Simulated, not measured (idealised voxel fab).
process module | voxel wiring stack
cross-section cut | 235 nm wide | cells 5 nm
A cross-section is a grid of square cells, given in bands from the top down. A band is one or more rows of cells.
Each band's line starts with the height of the band's top and of its bottom, in nm. Then come its materials from left to right, each with its width in nm. One material with "throughout" fills the band from edge to edge. "air" is empty space.
Height 0 is the level under which the wafer as received is all one material. The lowest band goes on downwards, as in "0 down".
A width such as "30 to 40" changes by the same amount from each row of cells to the next, from the band's top row to its bottom row.
"no change" after a step means that no cell of the cross-section changed.
closed voids: empty space of 8 cells or more with no open way to the top, each as width x height at its distance from the left edge, in nm
after a step's settings: what the simulator itself notes on the step
overlay nm, on a step with a mask: how far to the right of its planned place the mask lay; to the left if negative
plan
1 op RECEIVE | material Si
2 op CONFORMAL_DEP | material SiO2 | thk nm 10
3 op CONFORMAL_DEP | material SiN | thk nm 5
4 op DIRECTIONAL_DEP | material lowk | thk nm 25
5 op DIRECTIONAL_DEP | material aC | thk nm 15
6 op PATTERN | tone open | mask id METAL_1 | material resist | width nm 25 | pitch nm 45 | thk nm 30 | overlay nm 0
7 op DIRECTIONAL_ETCH | etch materials aC | depth nm 15
8 op STRIP | etch materials resist
9 op DIRECTIONAL_ETCH | etch materials lowk | depth nm 25
10 op DIRECTIONAL_ETCH | etch materials SiN | depth nm 5
11 op STRIP | etch materials aC
12 op CONFORMAL_DEP | material TiN | thk nm 5
13 op FILL_DEP | material Ru | thk nm 10
14 op CMP | height nm 40
15 op CONFORMAL_DEP | material SiCN | thk nm 5
16 op DIRECTIONAL_DEP | material lowk | thk nm 30
17 op PATTERN | tone open | mask id METAL_2_HOLES | material resist | width nm 15 | pitch nm 90 | thk nm 20 | overlay nm 0
18 op DIRECTIONAL_ETCH | etch materials lowk | depth nm 30
19 op STRIP | etch materials resist
20 op PATTERN | tone open | mask id METAL_2 | material resist | width nm 25 | pitch nm 45 | thk nm 15 | overlay nm 0
21 op DIRECTIONAL_ETCH | etch materials lowk | depth nm 15
22 op DIRECTIONAL_ETCH | etch materials SiCN | depth nm 5
23 op STRIP | etch materials resist
24 op CONFORMAL_DEP | material TiN | thk nm 5
25 op FILL_DEP | material Cu | thk nm 10
26 op CMP | height nm 75
27 op CONFORMAL_DEP | material SiCN | thk nm 5
28 op DIRECTIONAL_DEP | material SiO2 | thk nm 30
29 op MASKED_ETCH | tone open | mask id METAL_3 | width nm 25 | pitch nm 45 | etch materials SiO2 | depth nm 15 | overlay nm 0
30 op PATTERN | tone open | mask id METAL_3_HOLES | material resist | width nm 15 | pitch nm 90 | thk nm 20 | overlay nm 0
31 op DIRECTIONAL_ETCH | etch materials SiO2 | depth nm 15
32 op DIRECTIONAL_ETCH | etch materials SiCN | depth nm 5
33 op STRIP | etch materials resist
34 op CONFORMAL_DEP | material TiN | thk nm 5
35 op FILL_DEP | material Ru | thk nm 5
36 op CMP | height nm 110
37 op CONFORMAL_DEP | material SiN | thk nm 5
as received, after step 1
  0 down: Si throughout
  closed voids: none
first wafer at the end, as planned
  115 to 110: SiN throughout
  110 to 100: SiO2 60 | TiN 5 | Ru 15 | TiN 5 | SiO2 20 | TiN 5 | Ru 15 | TiN 5 | SiO2 20 | TiN 5 | Ru 15 | TiN 5 | SiO2 60
  100 to 95: SiO2 60 | TiN 5 | Ru 5 | TiN 15 | SiO2 20 | TiN 25 | SiO2 20 | TiN 5 | Ru 5 | TiN 15 | SiO2 60
  95 to 80: SiO2 60 | TiN 5 | Ru 5 | TiN 5 | SiO2 75 | TiN 5 | Ru 5 | TiN 5 | SiO2 70
  80 to 75: SiCN 60 | TiN 15 | SiCN 75 | TiN 15 | SiCN 70
  75 to 65: lowk 60 | TiN 5 | Cu 15 | TiN 5 | lowk 20 | TiN 5 | Cu 15 | TiN 5 | lowk 20 | TiN 5 | Cu 15 | TiN 5 | lowk 60
  65 to 60: lowk 60 | TiN 5 | Cu 5 | TiN 15 | lowk 20 | TiN 25 | lowk 20 | TiN 5 | Cu 5 | TiN 15 | lowk 60
  60 to 45: lowk 60 | TiN 5 | Cu 5 | TiN 5 | lowk 75 | TiN 5 | Cu 5 | TiN 5 | lowk 70
  45 to 40: SiCN 60 | TiN 15 | SiCN 75 | TiN 15 | SiCN 70
  40 to 15: lowk 60 | TiN 5 | Ru 15 | TiN 5 | lowk 20 | TiN 5 | Ru 15 | TiN 5 | lowk 20 | TiN 5 | Ru 15 | TiN 5 | lowk 60
  15 to 10: SiN 60 | TiN 25 | SiN 20 | TiN 25 | SiN 20 | TiN 25 | SiN 60
  10 to 0: SiO2 throughout
  0 down: Si throughout
  closed voids: none
second wafer at the end: like start, like plan, one mistake
  115 to 110: SiN throughout
  110 to 100: SiO2 60 | TiN 5 | Ru 15 | TiN 5 | SiO2 20 | TiN 5 | Ru 15 | TiN 5 | SiO2 20 | TiN 5 | Ru 15 | TiN 5 | SiO2 60
  100 to 95: SiO2 60 | TiN 5 | Ru 5 | TiN 15 | SiO2 20 | TiN 25 | SiO2 20 | TiN 5 | Ru 5 | TiN 15 | SiO2 60
  95 to 80: SiO2 60 | TiN 5 | Ru 5 | TiN 5 | SiO2 75 | TiN 5 | Ru 5 | TiN 5 | SiO2 70
  80 to 75: SiCN 60 | TiN 15 | SiCN 75 | TiN 15 | SiCN 70
  75 to 45: lowk 60 | TiN 5 | Cu 15 | TiN 5 | lowk 20 | TiN 5 | Cu 15 | TiN 5 | lowk 20 | TiN 5 | Cu 15 | TiN 5 | lowk 60
  45 to 40: SiCN 60 | TiN 25 | SiCN 20 | TiN 25 | SiCN 20 | TiN 25 | SiCN 60
  40 to 15: lowk 60 | TiN 5 | Ru 15 | TiN 5 | lowk 20 | TiN 5 | Ru 15 | TiN 5 | lowk 20 | TiN 5 | Ru 15 | TiN 5 | lowk 60
  15 to 10: SiN 60 | TiN 25 | SiN 20 | TiN 25 | SiN 20 | TiN 25 | SiN 60
  10 to 0: SiO2 throughout
  0 down: Si throughout
  closed voids: none
what went wrong: step 21 was run twice
at the end the second wafer has, in cells: 28 more of Cu | 9 fewer of SiCN | 8 more of TiN | 27 fewer of lowk
